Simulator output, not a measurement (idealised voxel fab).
process module | voxel gate over fins
cross-section cut | 155 nm wide | cells 5 nm
A cross-section is a grid of square cells, given in bands from the top down. A band is one or more rows of cells.
Each band's line starts with the height of the band's top and of its bottom, in nm. Then come its materials from left to right, each with its width in nm. One material with "throughout" fills the band from edge to edge. "air" is empty space.
Height 0 is the level under which the wafer as received is all one material. The lowest band goes on downwards, as in "0 down".
A width such as "30 to 40" changes by the same amount from each row of cells to the next, from the band's top row to its bottom row.
"no change" after a step means that no cell of the cross-section changed.
closed voids: empty space of 8 cells or more with no open way to the top, each as width x height at its distance from the left edge, in nm
after a step's settings: what the simulator itself notes on the step
overlay nm, on a step with a mask: how far to the right of its planned place the mask lay; to the left if negative
plan
1 op RECEIVE | material Si
2 op CONFORMAL_DEP | material SiN | thk nm 10
3 op PATTERN | tone cover | mask id FINS | material resist | width nm 15 | pitch nm 55 | thk nm 15 | overlay nm 0
4 op DIRECTIONAL_ETCH | etch materials SiN | depth nm 10
5 op DIRECTIONAL_ETCH | etch materials Si | depth nm 30
6 op STRIP | etch materials resist
7 op FILL_DEP | material SiO2 | thk nm 15
8 op CMP | height nm 10
9 op DIRECTIONAL_DEP | material aC | thk nm 15
10 op PATTERN | tone open | mask id RAIL | material resist | width nm 15 | thk nm 30 | overlay nm 0
11 op DIRECTIONAL_ETCH | etch materials aC | depth nm 15
12 op STRIP | etch materials resist
13 op DIRECTIONAL_ETCH | etch materials SiO2 | depth nm 35
14 op STRIP | etch materials aC
15 op CONFORMAL_DEP | material TiN | thk nm 5
16 op FILL_DEP | material Ru | thk nm 5
17 op CMP | height nm 10
18 op SELECTIVE_ETCH | etch materials W Ru TiN | depth nm 30
19 op FILL_DEP | material SiO2 | thk nm 5
20 op CMP | height nm 10
21 op SELECTIVE_ETCH | etch materials SiO2 | depth nm 20
22 op STRIP | etch materials SiN
23 op CONFORMAL_DEP | material HfO2 | thk nm 5
24 op CONFORMAL_DEP | material TiN | thk nm 5
25 op FILL_DEP | material W | thk nm 15
26 op CMP | height nm 20
27 op CONFORMAL_DEP | material SiN | thk nm 10
first wafer, as planned
as received, after step 1
  0 down: Si throughout
  closed voids: none
after step 2
  10 to 0: SiN throughout
  below 0: unchanged
after step 3
  25 to 10: air 15 | resist 15 | air 40 | resist 15 | air 40 | resist 15 | air 15
  below 10: unchanged
after step 4
  25 to 10: air 15 | resist 15 | air 40 | resist 15 | air 40 | resist 15 | air 15
  10 to 0: air 15 | SiN 15 | air 40 | SiN 15 | air 40 | SiN 15 | air 15
  below 0: unchanged
after step 5
  25 to 10: air 15 | resist 15 | air 40 | resist 15 | air 40 | resist 15 | air 15
  10 to 0: air 15 | SiN 15 | air 40 | SiN 15 | air 40 | SiN 15 | air 15
  0 to -30: air 15 | Si 15 | air 40 | Si 15 | air 40 | Si 15 | air 15
  below -30: unchanged
after step 6
  10 to 0: air 15 | SiN 15 | air 40 | SiN 15 | air 40 | SiN 15 | air 15
  below 0: unchanged
after step 7
  25 to 10: SiO2 throughout
  10 to 0: SiO2 15 | SiN 15 | SiO2 40 | SiN 15 | SiO2 40 | SiN 15 | SiO2 15
  0 to -30: SiO2 15 | Si 15 | SiO2 40 | Si 15 | SiO2 40 | Si 15 | SiO2 15
  below -30: unchanged
after step 8
  10 to 0: SiO2 15 | SiN 15 | SiO2 40 | SiN 15 | SiO2 40 | SiN 15 | SiO2 15
  below 0: unchanged
after step 9
  25 to 10: aC throughout
  below 10: unchanged
after step 10
  55 to 25: resist 40 | air 15 | resist 100
  below 25: unchanged
after step 11
  40 to 25: resist 40 | air 15 | resist 100
  25 to 10: aC 40 | air 15 | aC 100
  below 10: unchanged
after step 12
  25 to 10: aC 40 | air 15 | aC 100
  below 10: unchanged
after step 13
  25 to 10: aC 40 | air 15 | aC 100
  10 to 0: SiO2 15 | SiN 15 | SiO2 10 | air 15 | SiO2 15 | SiN 15 | SiO2 40 | SiN 15 | SiO2 15
  0 to -25: SiO2 15 | Si 15 | SiO2 10 | air 15 | SiO2 15 | Si 15 | SiO2 40 | Si 15 | SiO2 15
  below -25: unchanged
after step 14
  10 to 0: SiO2 15 | SiN 15 | SiO2 10 | air 15 | SiO2 15 | SiN 15 | SiO2 40 | SiN 15 | SiO2 15
  below 0: unchanged
after step 15
  15 to 10: TiN 45 | air 5 | TiN 105
  10 to 0: SiO2 15 | SiN 15 | SiO2 10 | TiN 5 | air 5 | TiN 5 | SiO2 15 | SiN 15 | SiO2 40 | SiN 15 | SiO2 15
  0 to -20: SiO2 15 | Si 15 | SiO2 10 | TiN 5 | air 5 | TiN 5 | SiO2 15 | Si 15 | SiO2 40 | Si 15 | SiO2 15
  -20 to -25: SiO2 15 | Si 15 | SiO2 10 | TiN 15 | SiO2 15 | Si 15 | SiO2 40 | Si 15 | SiO2 15
  below -25: unchanged
after step 16
  20 to 15: Ru throughout
  15 to 10: TiN 45 | Ru 5 | TiN 105
  10 to 0: SiO2 15 | SiN 15 | SiO2 10 | TiN 5 | Ru 5 | TiN 5 | SiO2 15 | SiN 15 | SiO2 40 | SiN 15 | SiO2 15
  0 to -20: SiO2 15 | Si 15 | SiO2 10 | TiN 5 | Ru 5 | TiN 5 | SiO2 15 | Si 15 | SiO2 40 | Si 15 | SiO2 15
  below -20: unchanged
after step 17
  10 to 0: SiO2 15 | SiN 15 | SiO2 10 | TiN 5 | Ru 5 | TiN 5 | SiO2 15 | SiN 15 | SiO2 40 | SiN 15 | SiO2 15
  below 0: unchanged
after step 18
  10 to 0: SiO2 15 | SiN 15 | SiO2 10 | air 15 | SiO2 15 | SiN 15 | SiO2 40 | SiN 15 | SiO2 15
  0 to -20: SiO2 15 | Si 15 | SiO2 10 | air 15 | SiO2 15 | Si 15 | SiO2 40 | Si 15 | SiO2 15
  below -20: unchanged
after step 19
  15 to 10: SiO2 throughout
  10 to 0: SiO2 15 | SiN 15 | SiO2 40 | SiN 15 | SiO2 40 | SiN 15 | SiO2 15
  0 to -20: SiO2 15 | Si 15 | SiO2 40 | Si 15 | SiO2 40 | Si 15 | SiO2 15
  below -20: unchanged
after step 20
  10 to 0: SiO2 15 | SiN 15 | SiO2 40 | SiN 15 | SiO2 40 | SiN 15 | SiO2 15
  below 0: unchanged
after step 21
  10 to 0: air 15 | SiN 15 | air 40 | SiN 15 | air 40 | SiN 15 | air 15
  0 to -10: air 15 | Si 15 | air 40 | Si 15 | air 40 | Si 15 | air 15
  below -10: unchanged
after step 22
  0 to -10: air 15 | Si 15 | air 40 | Si 15 | air 40 | Si 15 | air 15
  below -10: unchanged
after step 23
  5 to 0: air 10 | HfO2 25 | air 30 | HfO2 25 | air 30 | HfO2 25 | air 10
  0 to -5: air 10 | HfO2 5 | Si 15 | HfO2 5 | air 30 | HfO2 5 | Si 15 | HfO2 5 | air 30 | HfO2 5 | Si 15 | HfO2 5 | air 10
  -5 to -10: HfO2 15 | Si 15 | HfO2 40 | Si 15 | HfO2 40 | Si 15 | HfO2 15
  below -10: unchanged
after step 24
  10 to 5: air 5 | TiN 35 | air 20 | TiN 35 | air 20 | TiN 35 | air 5
  5 to 0: air 5 | TiN 5 | HfO2 25 | TiN 5 | air 20 | TiN 5 | HfO2 25 | TiN 5 | air 20 | TiN 5 | HfO2 25 | TiN 5 | air 5
  0 to -5: TiN 10 | HfO2 5 | Si 15 | HfO2 5 | TiN 30 | HfO2 5 | Si 15 | HfO2 5 | TiN 30 | HfO2 5 | Si 15 | HfO2 5 | TiN 10
  below -5: unchanged
after step 25
  25 to 10: W throughout
  10 to 5: W 5 | TiN 35 | W 20 | TiN 35 | W 20 | TiN 35 | W 5
  5 to 0: W 5 | TiN 5 | HfO2 25 | TiN 5 | W 20 | TiN 5 | HfO2 25 | TiN 5 | W 20 | TiN 5 | HfO2 25 | TiN 5 | W 5
  below 0: unchanged
after step 26
  20 to 10: W throughout
  below 10: unchanged
after step 27
  30 to 20: SiN throughout
  below 20: unchanged
second wafer: like start, like plan, one mistake. Through step 9 it matches the first wafer
when step 10 should have ended
  55 to 25: resist 30 | air 15 | resist 110
  below 25: unchanged
when step 11 should have ended
  40 to 25: resist 30 | air 15 | resist 110
  25 to 10: aC 30 | air 15 | aC 110
  below 10: unchanged
when step 12 should have ended
  25 to 10: aC 30 | air 15 | aC 110
  below 10: unchanged
when step 13 should have ended
  25 to 10: aC 30 | air 15 | aC 110
  10 to 0: SiO2 15 | SiN 15 | air 15 | SiO2 25 | SiN 15 | SiO2 40 | SiN 15 | SiO2 15
  0 to -25: SiO2 15 | Si 15 | air 15 | SiO2 25 | Si 15 | SiO2 40 | Si 15 | SiO2 15
  below -25: unchanged
when step 14 should have ended
  10 to 0: SiO2 15 | SiN 15 | air 15 | SiO2 25 | SiN 15 | SiO2 40 | SiN 15 | SiO2 15
  below 0: unchanged
when step 15 should have ended
  15 to 10: TiN 35 | air 5 | TiN 115
  10 to 0: SiO2 15 | SiN 15 | TiN 5 | air 5 | TiN 5 | SiO2 25 | SiN 15 | SiO2 40 | SiN 15 | SiO2 15
  0 to -20: SiO2 15 | Si 15 | TiN 5 | air 5 | TiN 5 | SiO2 25 | Si 15 | SiO2 40 | Si 15 | SiO2 15
  -20 to -25: SiO2 15 | Si 15 | TiN 15 | SiO2 25 | Si 15 | SiO2 40 | Si 15 | SiO2 15
  below -25: unchanged
when step 16 should have ended
  20 to 15: Ru throughout
  15 to 10: TiN 35 | Ru 5 | TiN 115
  10 to 0: SiO2 15 | SiN 15 | TiN 5 | Ru 5 | TiN 5 | SiO2 25 | SiN 15 | SiO2 40 | SiN 15 | SiO2 15
  0 to -20: SiO2 15 | Si 15 | TiN 5 | Ru 5 | TiN 5 | SiO2 25 | Si 15 | SiO2 40 | Si 15 | SiO2 15
  below -20: unchanged
when step 17 should have ended
  10 to 0: SiO2 15 | SiN 15 | TiN 5 | Ru 5 | TiN 5 | SiO2 25 | SiN 15 | SiO2 40 | SiN 15 | SiO2 15
  below 0: unchanged
when step 18 should have ended
  10 to 0: SiO2 15 | SiN 15 | air 15 | SiO2 25 | SiN 15 | SiO2 40 | SiN 15 | SiO2 15
  0 to -20: SiO2 15 | Si 15 | air 15 | SiO2 25 | Si 15 | SiO2 40 | Si 15 | SiO2 15
  below -20: unchanged
when step 19 should have ended
  15 to 10: SiO2 throughout
  10 to 0: SiO2 15 | SiN 15 | SiO2 40 | SiN 15 | SiO2 40 | SiN 15 | SiO2 15
  0 to -20: SiO2 15 | Si 15 | SiO2 40 | Si 15 | SiO2 40 | Si 15 | SiO2 15
  below -20: unchanged
when step 20 should have ended
  10 to 0: SiO2 15 | SiN 15 | SiO2 40 | SiN 15 | SiO2 40 | SiN 15 | SiO2 15
  below 0: unchanged
when step 21 should have ended
  10 to 0: air 15 | SiN 15 | air 40 | SiN 15 | air 40 | SiN 15 | air 15
  0 to -10: air 15 | Si 15 | air 40 | Si 15 | air 40 | Si 15 | air 15
  below -10: unchanged
when step 22 should have ended
  0 to -10: air 15 | Si 15 | air 40 | Si 15 | air 40 | Si 15 | air 15
  below -10: unchanged
when step 23 should have ended
  5 to 0: air 10 | HfO2 25 | air 30 | HfO2 25 | air 30 | HfO2 25 | air 10
  0 to -5: air 10 | HfO2 5 | Si 15 | HfO2 5 | air 30 | HfO2 5 | Si 15 | HfO2 5 | air 30 | HfO2 5 | Si 15 | HfO2 5 | air 10
  -5 to -10: HfO2 15 | Si 15 | HfO2 40 | Si 15 | HfO2 40 | Si 15 | HfO2 15
  below -10: unchanged
when step 24 should have ended
  10 to 5: air 5 | TiN 35 | air 20 | TiN 35 | air 20 | TiN 35 | air 5
  5 to 0: air 5 | TiN 5 | HfO2 25 | TiN 5 | air 20 | TiN 5 | HfO2 25 | TiN 5 | air 20 | TiN 5 | HfO2 25 | TiN 5 | air 5
  0 to -5: TiN 10 | HfO2 5 | Si 15 | HfO2 5 | TiN 30 | HfO2 5 | Si 15 | HfO2 5 | TiN 30 | HfO2 5 | Si 15 | HfO2 5 | TiN 10
  below -5: unchanged
when step 25 should have ended
  25 to 10: W throughout
  10 to 5: W 5 | TiN 35 | W 20 | TiN 35 | W 20 | TiN 35 | W 5
  5 to 0: W 5 | TiN 5 | HfO2 25 | TiN 5 | W 20 | TiN 5 | HfO2 25 | TiN 5 | W 20 | TiN 5 | HfO2 25 | TiN 5 | W 5
  below 0: unchanged
when step 26 should have ended
  20 to 10: W throughout
  below 10: unchanged
when step 27 should have ended
  30 to 20: SiN throughout
  below 20: unchanged
what went wrong: step 10 ran as: op PATTERN | tone open | mask id RAIL | material resist | width nm 15 | thk nm 30 | overlay nm -10
at the end the second wafer has, in cells: as many of each material as the first, in other places
